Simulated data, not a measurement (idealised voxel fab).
Herein follows the process module entitled voxel fin reveal.
Displayed cross-section: cut, width of 250 nm, square cells sized 5 nm.
In this document a cross-section is written as a grid of square cells. It is given as a series of bands, listed from the top down, and a band is one or more rows of cells. What a band's entry tells you: where the top is and where the bottom is, as heights in nm, and after that what lies inside, material by material from left to right, each with its width in nm. Empty space is written as the word "empty", and a single material marked with the word "everywhere" occupies the band from edge to edge. Height datum 0, below which the as-received substrate wafer is one material. Lowest band open at the bottom, running downward: "0 and below". Think of "30->40" as a width that walks from the first number to the second as you go down the band, top row to bottom row, taking equal-sized steps from row to row. Step marked "identical to before"? Then no cell in the cross-section changed in it. "Voids, enclosed": empty spaces of 8 cells or more with no open way to the top, each given as width x height at distance, distance from the left edge, all in nm. Read whatever lies past the settings on a step's line as the simulator's own remark about the step. The "overlay nm" setting may appear on a step's line; for a step that uses a mask, it gives how far to the right of its planned position the mask lay, and a negative value indicates the left.

# So here's the lineup of process steps we planned
step 1: RECEIVE [material Si]
step 2: CONFORMAL_DEP [material SiN] [thk nm 10]
step 3: DIRECTIONAL_DEP [material aC] [thk nm 15]
step 4: PATTERN [tone cover] [mask id FINS] [material resist] [width nm 15] [pitch nm 40] [thk nm 35] [overlay nm 0]
step 5: DIRECTIONAL_ETCH [etch materials aC] [depth nm 15]
step 6: STRIP [etch materials resist]
step 7: DIRECTIONAL_ETCH [etch materials SiN] [depth nm 10]
step 8: DIRECTIONAL_ETCH [etch materials Si] [depth nm 30]
step 9: STRIP [etch materials aC]
step 10: OXIDIZE [depth nm 5]
step 11: FILL_DEP [material SiO2] [thk nm 5]
step 12: CMP [height nm 10]
step 13: SELECTIVE_ETCH [etch materials SiO2] [depth nm 30]
step 14: STRIP [etch materials SiN]
step 15: CONFORMAL_DEP [material SiO2] [thk nm 5]

# Incoming wafer in cross-section (state: after step 1)
	0 and below  Si everywhere
	Voids, enclosed: none

# Here's the wafer cut in cross-section after the module, started and planned just like above, except one thing was done wrong in the run
	5 down to 0  empty=80 | SiO2=15 | empty=25 | SiO2=15 | empty=25 | SiO2=15 | empty=75
	0 down to -15  empty=80 | SiO2=5 | Si=5 | SiO2=5 | empty=25 | SiO2=5 | Si=5 | SiO2=5 | empty=25 | SiO2=5 | Si=5 | SiO2=5 | empty=75
	-15 down to -35  SiO2=85 | Si=5 | SiO2=35 | Si=5 | SiO2=35 | Si=5 | SiO2=80
	-35 and below  Si everywhere
	Voids, enclosed: none
The plan and the run diverged here: it should be noted that step 4 was executed with settings other than those planned, the operation and settings actually applied being PATTERN [tone cover] [mask id FINS] [material resist] [width nm 15] [pitch nm 40] [thk nm 35] [overlay nm 5]
